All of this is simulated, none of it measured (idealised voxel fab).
process module | voxel spacer lines
It is cross-section cut that appears here, measuring 265 nm in width, its square cells being 5 nm in size.
Cross-section, as written here: a square-cell grid given band by band from the top down, where a band holds one or more rows of cells.
What a band's entry tells you: where the top is and where the bottom is, as heights in nm, and after that what lies inside, material by material from left to right, each with its width in nm. Empty space is written as the word "blank", and a single material marked with the word "full width" occupies the band from edge to edge.
The reference from which all heights are counted is 0, the level beneath which the as-received wafer is entirely one material; the lowest band, having no lower bound, proceeds downward and is written after the example "0 down".
A two-number width, for instance "30..40", indicates that the width is equal to the first number in the top row of the band and to the second number in the bottom row, and that it changes by a constant amount per row of cells.
Where a step carries "no change occurred", the cross-section came out of it unchanged, cell for cell.
This entry, "Sealed cavities", enumerates those empty regions of no fewer than 8 cells that possess no open connection to the top. Each region is reported in the form width x height at distance, the distance being taken from the left edge, with all three quantities expressed in nm.
Text after the settings on a step's line: the simulator's own remark on that step.
"overlay nm" on a masked step: distance the mask lay right of its planned place, negative for left.
If you're wondering how to read the rest of this, here's the deal. It's pairs of cross-sections: one from before a process step, one from after it. The after one is only drawn as far down as the lowest band that changed. Right under each pair you'll see which step sits between them and what its settings were. Don't read the pairs as one continuous story, though. They can come from different runs of this module on the same starting wafer, and a pair only carries on from the one above it where its entry headed "Pre-process" says so.

# Pre-process
	0 down  Si full width
	Sealed cavities: none

# Cross-Section Thereafter
	10 to 0  SiO2 full width
	Note: structure below 0 unchanged.
	Sealed cavities: none
Step, before to after (see cross-sections above): CONFORMAL_DEP: material SiO2, thk nm 10

Pre-process: starting point is the after cross-section of the pair just above.

# Cross-Section Thereafter
	30 to 10  polySi full width
	Note: structure below 10 unchanged.
	Sealed cavities: none
Step, before to after (see cross-sections above): DIRECTIONAL_DEP: material polySi, thk nm 20

Pre-process: starting point is the after cross-section of the pair just above.

# Cross-Section Thereafter
	50 to 30  aC full width
	Note: structure below 30 unchanged.
	Sealed cavities: none
Step, before to after (see cross-sections above): DIRECTIONAL_DEP: material aC, thk nm 20

Pre-process: starting point is the after cross-section of the pair just above.

# Cross-Section Thereafter
	80 to 50  blank: 60, resist: 20, blank: 40, resist: 20, blank: 40, resist: 20, blank: 65
	Note: structure below 50 unchanged.
	Sealed cavities: none
Step, before to after (see cross-sections above): PATTERN: tone cover, mask id MANDREL, material resist, width nm 20, pitch nm 60, thk nm 30, overlay nm 0

Pre-process: starting point is the after cross-section of the pair just above.

# Cross-Section Thereafter
	60 to 50  blank: 60, resist: 20, blank: 40, resist: 20, blank: 40, resist: 20, blank: 65
	50 to 30  blank: 60, aC: 20, blank: 40, aC: 20, blank: 40, aC: 20, blank: 65
	Note: structure below 30 unchanged.
	Sealed cavities: none
Step, before to after (see cross-sections above): DIRECTIONAL_ETCH: etch materials aC, depth nm 20

Pre-process: starting point is the after cross-section of the pair just above.

# Cross-Section Thereafter
	50 to 30  blank: 60, aC: 20, blank: 40, aC: 20, blank: 40, aC: 20, blank: 65
	Note: structure below 30 unchanged.
	Sealed cavities: none
Step, before to after (see cross-sections above): STRIP: etch materials resist

Pre-process: starting point is the after cross-section of the pair just above.

# Cross-Section Thereafter
	60 to 50  blank: 50, SiN: 40, blank: 20, SiN: 40, blank: 20, SiN: 40, blank: 55
	50 to 40  blank: 50, SiN: 10, aC: 20, SiN: 10, blank: 20, SiN: 10, aC: 20, SiN: 10, blank: 20, SiN: 10, aC: 20, SiN: 10, blank: 55
	40 to 30  SiN: 60, aC: 20, SiN: 40, aC: 20, SiN: 40, aC: 20, SiN: 65
	Note: structure below 30 unchanged.
	Sealed cavities: none
Step, before to after (see cross-sections above): CONFORMAL_DEP: material SiN, thk nm 10

Pre-process: starting point is the after cross-section of the pair just above.

# Cross-Section Thereafter
	50 to 30  blank: 50, SiN: 10, aC: 20, SiN: 10, blank: 20, SiN: 10, aC: 20, SiN: 10, blank: 20, SiN: 10, aC: 20, SiN: 10, blank: 55
	Note: structure below 30 unchanged.
	Sealed cavities: none
Step, before to after (see cross-sections above): DIRECTIONAL_ETCH: etch materials SiN, depth nm 10

Pre-process: starting point is the after cross-section of the pair just above.

# Cross-Section Thereafter
	50 to 30  blank: 50, SiN: 10, blank: 20, SiN: 10, blank: 20, SiN: 10, blank: 20, SiN: 10, blank: 20, SiN: 10, blank: 20, SiN: 10, blank: 55
	Note: structure below 30 unchanged.
	Sealed cavities: none
Step, before to after (see cross-sections above): STRIP: etch materials aC

Pre-process: starting point is the after cross-section of the pair just above.

# Cross-Section Thereafter
	50 to 30  blank: 50, SiN: 10, blank: 20, SiN: 10, blank: 20, SiN: 10, blank: 20, SiN: 10, blank: 20, SiN: 10, blank: 20, SiN: 10, blank: 55
	30 to 10  blank: 50, polySi: 10, blank: 20, polySi: 10, blank: 20, polySi: 10, blank: 20, polySi: 10, blank: 20, polySi: 10, blank: 20, polySi: 10, blank: 55
	Note: structure below 10 unchanged.
	Sealed cavities: none
Step, before to after (see cross-sections above): DIRECTIONAL_ETCH: etch materials polySi, depth nm 20

Pre-process: starting point is the after cross-section of the pair just above.

# Cross-Section Thereafter
	30 to 10  blank: 50, polySi: 10, blank: 20, polySi: 10, blank: 20, polySi: 10, blank: 20, polySi: 10, blank: 20, polySi: 10, blank: 20, polySi: 10, blank: 55
	Note: structure below 10 unchanged.
	Sealed cavities: none
Step, before to after (see cross-sections above): STRIP: etch materials SiN

Pre-process: starting point is the after cross-section of the pair just above.

# Cross-Section Thereafter
	35 to 30  SiO2 full width
	30 to 10  SiO2: 50, polySi: 10, SiO2: 20, polySi: 10, SiO2: 20, polySi: 10, SiO2: 20, polySi: 10, SiO2: 20, polySi: 10, SiO2: 20, polySi: 10, SiO2: 55
	Note: structure below 10 unchanged.
	Sealed cavities: none
Step, before to after (see cross-sections above): FILL_DEP: material SiO2, thk nm 5

Pre-process: starting point is the after cross-section of the pair just above.

# Cross-Section Thereafter
	30 to 10  SiO2: 50, polySi: 10, SiO2: 20, polySi: 10, SiO2: 20, polySi: 10, SiO2: 20, polySi: 10, SiO2: 20, polySi: 10, SiO2: 20, polySi: 10, SiO2: 55
	Note: structure below 10 unchanged.
	Sealed cavities: none
Step, before to after (see cross-sections above): CMP: height nm 30

# Pre-process
	50 to 30  blank: 50, SiN: 10, blank: 20, SiN: 10, blank: 20, SiN: 10, blank: 20, SiN: 10, blank: 20, SiN: 10, blank: 20, SiN: 10, blank: 55
	30 to 10  blank: 50, polySi: 10, blank: 20, polySi: 10, blank: 20, polySi: 10, blank: 20, polySi: 10, blank: 20, polySi: 10, blank: 20, polySi: 10, blank: 55
	10 to 0  SiO2 full width
	0 down  Si full width
	Sealed cavities: none

# Cross-Section Thereafter
	55 to 50  SiO2 full width
	50 to 30  SiO2: 50, SiN: 10, SiO2: 20, SiN: 10, SiO2: 20, SiN: 10, SiO2: 20, SiN: 10, SiO2: 20, SiN: 10, SiO2: 20, SiN: 10, SiO2: 55
	30 to 10  SiO2: 50, polySi: 10, SiO2: 20, polySi: 10, SiO2: 20, polySi: 10, SiO2: 20, polySi: 10, SiO2: 20, polySi: 10, SiO2: 20, polySi: 10, SiO2: 55
	Note: structure below 10 unchanged.
	Sealed cavities: none
Step, before to after (see cross-sections above): FILL_DEP: material SiO2, thk nm 5

Pre-process: starting point is the after cross-section of the pair just above.

# Cross-Section Thereafter
	30 to 10  SiO2: 50, polySi: 10, SiO2: 20, polySi: 10, SiO2: 20, polySi: 10, SiO2: 20, polySi: 10, SiO2: 20, polySi: 10, SiO2: 20, polySi: 10, SiO2: 55
	Note: structure below 10 unchanged.
	Sealed cavities: none
Step, before to after (see cross-sections above): CMP: height nm 30

# Pre-process
	35 to 30  SiO2 full width
	30 to 10  SiO2: 50, polySi: 10, SiO2: 20, polySi: 10, SiO2: 20, polySi: 10, SiO2: 20, polySi: 10, SiO2: 20, polySi: 10, SiO2: 20, polySi: 10, SiO2: 55
	10 to 0  SiO2 full width
	0 down  Si full width
	Sealed cavities: none

# Cross-Section Thereafter
	40 to 30  SiO2 full width
	Note: structure below 30 unchanged.
	Sealed cavities: none
Step, before to after (see cross-sections above): FILL_DEP: material SiO2, thk nm 5

Pre-process: starting point is the after cross-section of the pair just above.

# Cross-Section Thereafter
	30 to 10  SiO2: 50, polySi: 10, SiO2: 20, polySi: 10, SiO2: 20, polySi: 10, SiO2: 20, polySi: 10, SiO2: 20, polySi: 10, SiO2: 20, polySi: 10, SiO2: 55
	Note: structure below 10 unchanged.
	Sealed cavities: none
Step, before to after (see cross-sections above): CMP: height nm 30

# Pre-process
	0 down  Si full width
	Sealed cavities: none

# Cross-Section Thereafter
	20 to 0  polySi full width
	Note: structure below 0 unchanged.
	Sealed cavities: none
Step, before to after (see cross-sections above): DIRECTIONAL_DEP: material polySi, thk nm 20

Pre-process: starting point is the after cross-section of the pair just above.

# Cross-Section Thereafter
	30 to 20  SiO2 full width
	Note: structure below 20 unchanged.
	Sealed cavities: none
Step, before to after (see cross-sections above): CONFORMAL_DEP: material SiO2, thk nm 10

Pre-process: starting point is the after cross-section of the pair just above.

# Cross-Section Thereafter
	50 to 30  aC full width
	Note: structure below 30 unchanged.
	Sealed cavities: none
Step, before to after (see cross-sections above): DIRECTIONAL_DEP: material aC, thk nm 20

Pre-process: starting point is the after cross-section of the pair just above.

# Cross-Section Thereafter
	80 to 50  blank: 60, resist: 20, blank: 40, resist: 20, blank: 40, resist: 20, blank: 65
	Note: structure below 50 unchanged.
	Sealed cavities: none
Step, before to after (see cross-sections above): PATTERN: tone cover, mask id MANDREL, material resist, width nm 20, pitch nm 60, thk nm 30, overlay nm 0

Pre-process: starting point is the after cross-section of the pair just above.

# Cross-Section Thereafter
	60 to 50  blank: 60, resist: 20, blank: 40, resist: 20, blank: 40, resist: 20, blank: 65
	50 to 30  blank: 60, aC: 20, blank: 40, aC: 20, blank: 40, aC: 20, blank: 65
	Note: structure below 30 unchanged.
	Sealed cavities: none
Step, before to after (see cross-sections above): DIRECTIONAL_ETCH: etch materials aC, depth nm 20

Pre-process: starting point is the after cross-section of the pair just above.

# Cross-Section Thereafter
	50 to 30  blank: 60, aC: 20, blank: 40, aC: 20, blank: 40, aC: 20, blank: 65
	Note: structure below 30 unchanged.
	Sealed cavities: none
Step, before to after (see cross-sections above): STRIP: etch materials resist

Pre-process: starting point is the after cross-section of the pair just above.

# Cross-Section Thereafter
	60 to 50  blank: 50, SiN: 40, blank: 20, SiN: 40, blank: 20, SiN: 40, blank: 55
	50 to 40  blank: 50, SiN: 10, aC: 20, SiN: 10, blank: 20, SiN: 10, aC: 20, SiN: 10, blank: 20, SiN: 10, aC: 20, SiN: 10, blank: 55
	40 to 30  SiN: 60, aC: 20, SiN: 40, aC: 20, SiN: 40, aC: 20, SiN: 65
	Note: structure below 30 unchanged.
	Sealed cavities: none
Step, before to after (see cross-sections above): CONFORMAL_DEP: material SiN, thk nm 10

Pre-process: starting point is the after cross-section of the pair just above.

# Cross-Section Thereafter
	50 to 30  blank: 50, SiN: 10, aC: 20, SiN: 10, blank: 20, SiN: 10, aC: 20, SiN: 10, blank: 20, SiN: 10, aC: 20, SiN: 10, blank: 55
	Note: structure below 30 unchanged.
	Sealed cavities: none
Step, before to after (see cross-sections above): DIRECTIONAL_ETCH: etch materials SiN, depth nm 10

Pre-process: starting point is the after cross-section of the pair just above.

# Cross-Section Thereafter
	50 to 30  blank: 50, SiN: 10, blank: 20, SiN: 10, blank: 20, SiN: 10, blank: 20, SiN: 10, blank: 20, SiN: 10, blank: 20, SiN: 10, blank: 55
	Note: structure below 30 unchanged.
	Sealed cavities: none
Step, before to after (see cross-sections above): STRIP: etch materials aC

Pre-process: starting point is the after cross-section of the pair just above.

# Cross-Section Thereafter
	30 to 20  SiO2 full width
	Note: structure below 20 unchanged.
	Sealed cavities: none
Step, before to after (see cross-sections above): STRIP: etch materials SiN

Pre-process: starting point is the after cross-section of the pair just above.

# Cross-Section Thereafter
	35 to 20  SiO2 full width
	Note: structure below 20 unchanged.
	Sealed cavities: none
Step, before to after (see cross-sections above): FILL_DEP: material SiO2, thk nm 5

Pre-process: starting point is the after cross-section of the pair just above.

# Cross-Section Thereafter
	30 to 20  SiO2 full width
	Note: structure below 20 unchanged.
	Sealed cavities: none
Step, before to after (see cross-sections above): CMP: height nm 30

# Pre-process
	10 to 0  SiO2 full width
	0 down  Si full width
	Sealed cavities: none

# Cross-Section Thereafter
	25 to 10  polySi full width
	Note: structure below 10 unchanged.
	Sealed cavities: none
Step, before to after (see cross-sections above): DIRECTIONAL_DEP: material polySi, thk nm 15

Pre-process: starting point is the after cross-section of the pair just above.

# Cross-Section Thereafter
	45 to 25  aC full width
	Note: structure below 25 unchanged.
	Sealed cavities: none
Step, before to after (see cross-sections above): DIRECTIONAL_DEP: material aC, thk nm 20

Pre-process: starting point is the after cross-section of the pair just above.

# Cross-Section Thereafter
	75 to 45  blank: 60, resist: 20, blank: 40, resist: 20, blank: 40, resist: 20, blank: 65
	Note: structure below 45 unchanged.
	Sealed cavities: none
Step, before to after (see cross-sections above): PATTERN: tone cover, mask id MANDREL, material resist, width nm 20, pitch nm 60, thk nm 30, overlay nm 0

Pre-process: starting point is the after cross-section of the pair just above.

# Cross-Section Thereafter
	55 to 45  blank: 60, resist: 20, blank: 40, resist: 20, blank: 40, resist: 20, blank: 65
	45 to 25  blank: 60, aC: 20, blank: 40, aC: 20, blank: 40, aC: 20, blank: 65
	Note: structure below 25 unchanged.
	Sealed cavities: none
Step, before to after (see cross-sections above): DIRECTIONAL_ETCH: etch materials aC, depth nm 20

Pre-process: starting point is the after cross-section of the pair just above.

# Cross-Section Thereafter
	45 to 25  blank: 60, aC: 20, blank: 40, aC: 20, blank: 40, aC: 20, blank: 65
	Note: structure below 25 unchanged.
	Sealed cavities: none
Step, before to after (see cross-sections above): STRIP: etch materials resist

Pre-process: starting point is the after cross-section of the pair just above.

# Cross-Section Thereafter
	55 to 45  blank: 50, SiN: 40, blank: 20, SiN: 40, blank: 20, SiN: 40, blank: 55
	45 to 35  blank: 50, SiN: 10, aC: 20, SiN: 10, blank: 20, SiN: 10, aC: 20, SiN: 10, blank: 20, SiN: 10, aC: 20, SiN: 10, blank: 55
	35 to 25  SiN: 60, aC: 20, SiN: 40, aC: 20, SiN: 40, aC: 20, SiN: 65
	Note: structure below 25 unchanged.
	Sealed cavities: none
Step, before to after (see cross-sections above): CONFORMAL_DEP: material SiN, thk nm 10

Pre-process: starting point is the after cross-section of the pair just above.

# Cross-Section Thereafter
	45 to 25  blank: 50, SiN: 10, aC: 20, SiN: 10, blank: 20, SiN: 10, aC: 20, SiN: 10, blank: 20, SiN: 10, aC: 20, SiN: 10, blank: 55
	Note: structure below 25 unchanged.
	Sealed cavities: none
Step, before to after (see cross-sections above): DIRECTIONAL_ETCH: etch materials SiN, depth nm 10

Pre-process: starting point is the after cross-section of the pair just above.

# Cross-Section Thereafter
	45 to 25  blank: 50, SiN: 10, blank: 20, SiN: 10, blank: 20, SiN: 10, blank: 20, SiN: 10, blank: 20, SiN: 10, blank: 20, SiN: 10, blank: 55
	Note: structure below 25 unchanged.
	Sealed cavities: none
Step, before to after (see cross-sections above): STRIP: etch materials aC

Pre-process: starting point is the after cross-section of the pair just above.

# Cross-Section Thereafter
	45 to 25  blank: 50, SiN: 10, blank: 20, SiN: 10, blank: 20, SiN: 10, blank: 20, SiN: 10, blank: 20, SiN: 10, blank: 20, SiN: 10, blank: 55
	25 to 10  blank: 50, polySi: 10, blank: 20, polySi: 10, blank: 20, polySi: 10, blank: 20, polySi: 10, blank: 20, polySi: 10, blank: 20, polySi: 10, blank: 55
	Note: structure below 10 unchanged.
	Sealed cavities: none
Step, before to after (see cross-sections above): DIRECTIONAL_ETCH: etch materials polySi, depth nm 20

Pre-process: starting point is the after cross-section of the pair just above.

# Cross-Section Thereafter
	25 to 10  blank: 50, polySi: 10, blank: 20, polySi: 10, blank: 20, polySi: 10, blank: 20, polySi: 10, blank: 20, polySi: 10, blank: 20, polySi: 10, blank: 55
	Note: structure below 10 unchanged.
	Sealed cavities: none
Step, before to after (see cross-sections above): STRIP: etch materials SiN

Pre-process: starting point is the after cross-section of the pair just above.

# Cross-Section Thereafter
	30 to 25  SiO2 full width
	25 to 10  SiO2: 50, polySi: 10, SiO2: 20, polySi: 10, SiO2: 20, polySi: 10, SiO2: 20, polySi: 10, SiO2: 20, polySi: 10, SiO2: 20, polySi: 10, SiO2: 55
	Note: structure below 10 unchanged.
	Sealed cavities: none
Step, before to after (see cross-sections above): FILL_DEP: material SiO2, thk nm 5

# Pre-process
	50 to 30  aC full width
	30 to 10  polySi full width
	10 to 0  SiO2 full width
	0 down  Si full width
	Sealed cavities: none

# Cross-Section Thereafter
	80 to 50  blank: 55, resist: 30, blank: 30, resist: 30, blank: 30, resist: 30, blank: 60
	Note: structure below 50 unchanged.
	Sealed cavities: none
Step, before to after (see cross-sections above): PATTERN: tone cover, mask id MANDREL, material resist, width nm 30, pitch nm 60, thk nm 30, overlay nm 0

Pre-process: starting point is the after cross-section of the pair just above.

# Cross-Section Thereafter
	60 to 50  blank: 55, resist: 30, blank: 30, resist: 30, blank: 30, resist: 30, blank: 60
	50 to 30  blank: 55, aC: 30, blank: 30, aC: 30, blank: 30, aC: 30, blank: 60
	Note: structure below 30 unchanged.
	Sealed cavities: none
Step, before to after (see cross-sections above): DIRECTIONAL_ETCH: etch materials aC, depth nm 20

Pre-process: starting point is the after cross-section of the pair just above.

# Cross-Section Thereafter
	50 to 30  blank: 55, aC: 30, blank: 30, aC: 30, blank: 30, aC: 30, blank: 60
	Note: structure below 30 unchanged.
	Sealed cavities: none
Step, before to after (see cross-sections above): STRIP: etch materials resist

Pre-process: starting point is the after cross-section of the pair just above.

# Cross-Section Thereafter
	60 to 50  blank: 45, SiN: 50, blank: 10, SiN: 50, blank: 10, SiN: 50, blank: 50
	50 to 40  blank: 45, SiN: 10, aC: 30, SiN: 10, blank: 10, SiN: 10, aC: 30, SiN: 10, blank: 10, SiN: 10, aC: 30, SiN: 10, blank: 50
	40 to 30  SiN: 55, aC: 30, SiN: 30, aC: 30, SiN: 30, aC: 30, SiN: 60
	Note: structure below 30 unchanged.
	Sealed cavities: none
Step, before to after (see cross-sections above): CONFORMAL_DEP: material SiN, thk nm 10

Pre-process: starting point is the after cross-section of the pair just above.

# Cross-Section Thereafter
	50 to 30  blank: 45, SiN: 10, aC: 30, SiN: 10, blank: 10, SiN: 10, aC: 30, SiN: 10, blank: 10, SiN: 10, aC: 30, SiN: 10, blank: 50
	Note: structure below 30 unchanged.
	Sealed cavities: none
Step, before to after (see cross-sections above): DIRECTIONAL_ETCH: etch materials SiN, depth nm 10

Pre-process: starting point is the after cross-section of the pair just above.

# Cross-Section Thereafter
	50 to 30  blank: 45, SiN: 10, blank: 30, SiN: 10, blank: 10, SiN: 10, blank: 30, SiN: 10, blank: 10, SiN: 10, blank: 30, SiN: 10, blank: 50
	Note: structure below 30 unchanged.
	Sealed cavities: none
Step, before to after (see cross-sections above): STRIP: etch materials aC

Pre-process: starting point is the after cross-section of the pair just above.

# Cross-Section Thereafter
	50 to 30  blank: 45, SiN: 10, blank: 30, SiN: 10, blank: 10, SiN: 10, blank: 30, SiN: 10, blank: 10, SiN: 10, blank: 30, SiN: 10, blank: 50
	30 to 10  blank: 45, polySi: 10, blank: 30, polySi: 10, blank: 10, polySi: 10, blank: 30, polySi: 10, blank: 10, polySi: 10, blank: 30, polySi: 10, blank: 50
	Note: structure below 10 unchanged.
	Sealed cavities: none
Step, before to after (see cross-sections above): DIRECTIONAL_ETCH: etch materials polySi, depth nm 20

Pre-process: starting point is the after cross-section of the pair just above.

# Cross-Section Thereafter
	30 to 10  blank: 45, polySi: 10, blank: 30, polySi: 10, blank: 10, polySi: 10, blank: 30, polySi: 10, blank: 10, polySi: 10, blank: 30, polySi: 10, blank: 50
	Note: structure below 10 unchanged.
	Sealed cavities: none
Step, before to after (see cross-sections above): STRIP: etch materials SiN

Pre-process: starting point is the after cross-section of the pair just above.

# Cross-Section Thereafter
	35 to 30  SiO2 full width
	30 to 10  SiO2: 45, polySi: 10, SiO2: 30, polySi: 10, SiO2: 10, polySi: 10, SiO2: 30, polySi: 10, SiO2: 10, polySi: 10, SiO2: 30, polySi: 10, SiO2: 50
	Note: structure below 10 unchanged.
	Sealed cavities: none
Step, before to after (see cross-sections above): FILL_DEP: material SiO2, thk nm 5

Pre-process: starting point is the after cross-section of the pair just above.

# Cross-Section Thereafter
	30 to 10  SiO2: 45, polySi: 10, SiO2: 30, polySi: 10, SiO2: 10, polySi: 10, SiO2: 30, polySi: 10, SiO2: 10, polySi: 10, SiO2: 30, polySi: 10, SiO2: 50
	Note: structure below 10 unchanged.
	Sealed cavities: none
Step, before to after (see cross-sections above): CMP: height nm 30

# Pre-process
	50 to 30  aC full width
	30 to 10  polySi full width
	10 to 0  SiO2 full width
	0 down  Si full width
	Sealed cavities: none

# Cross-Section Thereafter
	80 to 50  blank: 70, resist: 20, blank: 40, resist: 20, blank: 40, resist: 20, blank: 55
	Note: structure below 50 unchanged.
	Sealed cavities: none
Step, before to after (see cross-sections above): PATTERN: tone cover, mask id MANDREL, material resist, width nm 20, pitch nm 60, thk nm 30, overlay nm 10

Pre-process: starting point is the after cross-section of the pair just above.

# Cross-Section Thereafter
	60 to 50  blank: 70, resist: 20, blank: 40, resist: 20, blank: 40, resist: 20, blank: 55
	50 to 30  blank: 70, aC: 20, blank: 40, aC: 20, blank: 40, aC: 20, blank: 55
	Note: structure below 30 unchanged.
	Sealed cavities: none
Step, before to after (see cross-sections above): DIRECTIONAL_ETCH: etch materials aC, depth nm 20

Pre-process: starting point is the after cross-section of the pair just above.

# Cross-Section Thereafter
	50 to 30  blank: 70, aC: 20, blank: 40, aC: 20, blank: 40, aC: 20, blank: 55
	Note: structure below 30 unchanged.
	Sealed cavities: none
Step, before to after (see cross-sections above): STRIP: etch materials resist

Pre-process: starting point is the after cross-section of the pair just above.

# Cross-Section Thereafter
	60 to 50  blank: 60, SiN: 40, blank: 20, SiN: 40, blank: 20, SiN: 40, blank: 45
	50 to 40  blank: 60, SiN: 10, aC: 20, SiN: 10, blank: 20, SiN: 10, aC: 20, SiN: 10, blank: 20, SiN: 10, aC: 20, SiN: 10, blank: 45
	40 to 30  SiN: 70, aC: 20, SiN: 40, aC: 20, SiN: 40, aC: 20, SiN: 55
	Note: structure below 30 unchanged.
	Sealed cavities: none
Step, before to after (see cross-sections above): CONFORMAL_DEP: material SiN, thk nm 10

Pre-process: starting point is the after cross-section of the pair just above.

# Cross-Section Thereafter
	50 to 30  blank: 60, SiN: 10, aC: 20, SiN: 10, blank: 20, SiN: 10, aC: 20, SiN: 10, blank: 20, SiN: 10, aC: 20, SiN: 10, blank: 45
	Note: structure below 30 unchanged.
	Sealed cavities: none
Step, before to after (see cross-sections above): DIRECTIONAL_ETCH: etch materials SiN, depth nm 10

Pre-process: starting point is the after cross-section of the pair just above.

# Cross-Section Thereafter
	50 to 30  blank: 60, SiN: 10, blank: 20, SiN: 10, blank: 20, SiN: 10, blank: 20, SiN: 10, blank: 20, SiN: 10, blank: 20, SiN: 10, blank: 45
	Note: structure below 30 unchanged.
	Sealed cavities: none
Step, before to after (see cross-sections above): STRIP: etch materials aC

Pre-process: starting point is the after cross-section of the pair just above.

# Cross-Section Thereafter
	50 to 30  blank: 60, SiN: 10, blank: 20, SiN: 10, blank: 20, SiN: 10, blank: 20, SiN: 10, blank: 20, SiN: 10, blank: 20, SiN: 10, blank: 45
	30 to 10  blank: 60, polySi: 10, blank: 20, polySi: 10, blank: 20, polySi: 10, blank: 20, polySi: 10, blank: 20, polySi: 10, blank: 20, polySi: 10, blank: 45
	Note: structure below 10 unchanged.
	Sealed cavities: none
Step, before to after (see cross-sections above): DIRECTIONAL_ETCH: etch materials polySi, depth nm 20

Pre-process: starting point is the after cross-section of the pair just above.

# Cross-Section Thereafter
	30 to 10  blank: 60, polySi: 10, blank: 20, polySi: 10, blank: 20, polySi: 10, blank: 20, polySi: 10, blank: 20, polySi: 10, blank: 20, polySi: 10, blank: 45
	Note: structure below 10 unchanged.
	Sealed cavities: none
Step, before to after (see cross-sections above): STRIP: etch materials SiN

Pre-process: starting point is the after cross-section of the pair just above.

# Cross-Section Thereafter
	35 to 30  SiO2 full width
	30 to 10  SiO2: 60, polySi: 10, SiO2: 20, polySi: 10, SiO2: 20, polySi: 10, SiO2: 20, polySi: 10, SiO2: 20, polySi: 10, SiO2: 20, polySi: 10, SiO2: 45
	Note: structure below 10 unchanged.
	Sealed cavities: none
Step, before to after (see cross-sections above): FILL_DEP: material SiO2, thk nm 5

Pre-process: starting point is the after cross-section of the pair just above.

# Cross-Section Thereafter
	30 to 10  SiO2: 60, polySi: 10, SiO2: 20, polySi: 10, SiO2: 20, polySi: 10, SiO2: 20, polySi: 10, SiO2: 20, polySi: 10, SiO2: 20, polySi: 10, SiO2: 45
	Note: structure below 10 unchanged.
	Sealed cavities: none
Step, before to after (see cross-sections above): CMP: height nm 30

# Pre-process
	30 to 10  blank: 50, polySi: 10, blank: 20, polySi: 10, blank: 20, polySi: 10, blank: 20, polySi: 10, blank: 20, polySi: 10, blank: 20, polySi: 10, blank: 55
	10 to 0  SiO2 full width
	0 down  Si full width
	Sealed cavities: none

# Cross-Section Thereafter
	35 to 30  aC full width
	30 to 10  aC: 50, polySi: 10, aC: 20, polySi: 10, aC: 20, polySi: 10, aC: 20, polySi: 10, aC: 20, polySi: 10, aC: 20, polySi: 10, aC: 55
	Note: structure below 10 unchanged.
	Sealed cavities: none
Step, before to after (see cross-sections above): FILL_DEP: material aC, thk nm 5

Pre-process: starting point is the after cross-section of the pair just above.

# Cross-Section Thereafter
	30 to 10  aC: 50, polySi: 10, aC: 20, polySi: 10, aC: 20, polySi: 10, aC: 20, polySi: 10, aC: 20, polySi: 10, aC: 20, polySi: 10, aC: 55
	Note: structure below 10 unchanged.
	Sealed cavities: none
Step, before to after (see cross-sections above): CMP: height nm 30
